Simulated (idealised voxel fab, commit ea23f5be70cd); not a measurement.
You're looking at the process module voxel spacer lines.
Cross-sectional view cut (width: 280 nm; square cell size: 5 nm).
A cross-section is a grid of square cells, given in bands from the top down. A band is one or more rows of cells.
Band: top height; bottom height; in nm. Then, left to right: material with width in nm, for each material. "everywhere": a single material spanning edge to edge. "empty": empty space.
Convention: height 0 is the level below which the wafer, as received, is all one material. The lowest band does not terminate at the bottom but continues downward, represented as "0 down".
Width: "30..40" (first number = top row, second number = bottom row, same change from row to row of cells).
"left unchanged" means the step left every cell of the cross-section as it was.
Enclosed voids (no open way to top), threshold 8 cells or more, entry "Enclosed internal voids", notation width x height at distance, distance from left edge, nm.
The remark found on a step's line after its settings is issued by the simulator itself and pertains to that step.
overlay nm: how far to the right of its planned place the mask lay on this masked step (negative: to the left).
PLANNED PROCESS STEPS
1,RECEIVE: material Si
2,CONFORMAL_DEP: material Al2O3, thk nm 10
3,DIRECTIONAL_DEP: material W, thk nm 10
4,DIRECTIONAL_DEP: material polySi, thk nm 20
5,PATTERN: tone cover, mask id MANDREL, material resist, width nm 15, pitch nm 50, thk nm 25, overlay nm -15
6,DIRECTIONAL_ETCH: etch materials polySi, depth nm 20
7,STRIP: etch materials resist
8,CONFORMAL_DEP: material SiO2, thk nm 10
9,DIRECTIONAL_ETCH: etch materials SiO2, depth nm 10
10,STRIP: etch materials polySi
11,DIRECTIONAL_ETCH: etch materials W, depth nm 10
12,STRIP: etch materials SiO2
13,FILL_DEP: material lowk, thk nm 5
14,CMP: height nm 20
For clarity, it should be stated that the wafers under discussion commence in an identical condition and differ with respect to the overlay nm of step 5, the plan indicating the value that the first wafer had.
THE FIRST OF SEVERAL WAFERS, AS RECEIVED AFTER STEP 1, SEEN IN SECTION
	0 down  Si everywhere
	Enclosed internal voids: none
THE ROWS OF THE TABLE BELOW ARE WAFERS. LOOKING AT THE END OF THE MODULE, A ROW COUNTS, FOR EVERY MATERIAL, THE CELLS THE WAFER HAS GAINED, SHOWN AS (+), OR LOST, SHOWN AS (-), SINCE IT WAS RECEIVED; ITS CLOSED VOIDS COME NEXT
overlay nm -15 | +112 Al2O3 | +16 W | +96 lowk | Enclosed internal voids: none
overlay nm -10 | +112 Al2O3 | +16 W | +96 lowk | Enclosed internal voids: none
overlay nm -5 | +112 Al2O3 | +16 W | +96 lowk | Enclosed internal voids: none
overlay nm 0 | +112 Al2O3 | +16 W | +96 lowk | Enclosed internal voids: none
overlay nm 5 | +112 Al2O3 | +16 W | +96 lowk | Enclosed internal voids: none
overlay nm 10 | +112 Al2O3 | +16 W | +96 lowk | Enclosed internal voids: none
overlay nm 15 | +112 Al2O3 | +16 W | +96 lowk | Enclosed internal voids: none
